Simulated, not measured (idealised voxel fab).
This section sets out a process module, namely voxel self aligned vias.
Square cells of 5 nm make up the cross-section cut, whose width is 210 nm.
Notation: cross-section as square-cell grid; stated in bands, top first, going down; one or more cell rows per band. A band entry consists of two parts. The first gives the height of the band's top and the height of its bottom, in nm. The rest lists the band's materials from left to right, each with its width in nm. A single material labelled with the word "full width" fills the band from edge to edge, and the word "air" marks empty space. Height datum 0, below which the as-received substrate wafer is one material. Lowest band open at the bottom, running downward: "0 down". Think of "30->40" as a width that walks from the first number to the second as you go down the band, top row to bottom row, taking equal-sized steps from row to row. The designation "changes: none", where it is given for a processing step, indicates that no cell of the cross-section was altered in the course of that step. You'll see "Enclosed void listing" listing empty spaces that have no way open to the top, as long as they're 8 cells or more; the notation is width x height at distance, where the distance is from the left edge, and all of it is in nm. Anything after a step's settings on that line? It's the simulator's own note about the step. You can add "overlay nm" to a step's line. For a step with a mask, it describes how far the mask lay to the right of its planned position, and a negative number describes a lay to the left.

## Planned process steps
1) RECEIVE: material Si
2) CONFORMAL_DEP: material SiO2, thk nm 15
3) CONFORMAL_DEP: material SiCN, thk nm 5
4) DIRECTIONAL_DEP: material SiO2, thk nm 25
5) PATTERN: tone open, mask id LINES, material resist, width nm 20, pitch nm 60, thk nm 15, overlay nm 0
6) DIRECTIONAL_ETCH: etch materials SiO2, depth nm 25
7) STRIP: etch materials resist
8) CONFORMAL_DEP: material TiN, thk nm 5
9) FILL_DEP: material Ru, thk nm 5
10) CMP: height nm 45
11) SELECTIVE_ETCH: etch materials W Ru TiN, depth nm 10
12) FILL_DEP: material SiN, thk nm 5
13) CMP: height nm 45
14) DIRECTIONAL_DEP: material SiO2, thk nm 20
15) DIRECTIONAL_DEP: material aC, thk nm 10
16) PATTERN: tone open, mask id VIAS, material resist, width nm 30, thk nm 30, overlay nm 0
17) DIRECTIONAL_ETCH: etch materials aC, depth nm 10
18) STRIP: etch materials resist
19) DIRECTIONAL_ETCH: etch materials SiO2, depth nm 20
20) DIRECTIONAL_ETCH: etch materials SiN, depth nm 10
21) STRIP: etch materials aC
22) CONFORMAL_DEP: material TiN, thk nm 5
23) FILL_DEP: material Cu, thk nm 5
24) CMP: height nm 65
25) CONFORMAL_DEP: material SiCN, thk nm 5

## The cross-section here shows the wafer as received, i.e. in its state after step 1
	0 down  Si full width
	Enclosed void listing: none

## Cross-section at module end, one run error; start and plan unchanged from above
	70 to 65  SiCN full width
	65 to 45  60 SiO2, then 5 TiN, then 20 Cu, then 5 TiN, then 120 SiO2
	45 to 40  60 SiN, then 10 TiN, then 10 Cu, then 10 TiN, then 120 SiN
	40 to 35  65 SiO2, then 20 TiN, then 40 SiO2, then 20 SiN, then 65 SiO2
	35 to 20  65 SiO2, then 5 TiN, then 10 Ru, then 5 TiN, then 40 SiO2, then 5 TiN, then 10 Ru, then 5 TiN, then 65 SiO2
	20 to 15  65 SiO2, then 20 TiN, then 40 SiO2, then 20 TiN, then 65 SiO2
	15 to 0  SiO2 full width
	0 down  Si full width
	Enclosed void listing: none
Against the plan, the run slipped here: step 3 in the plan did not get run; it was skipped
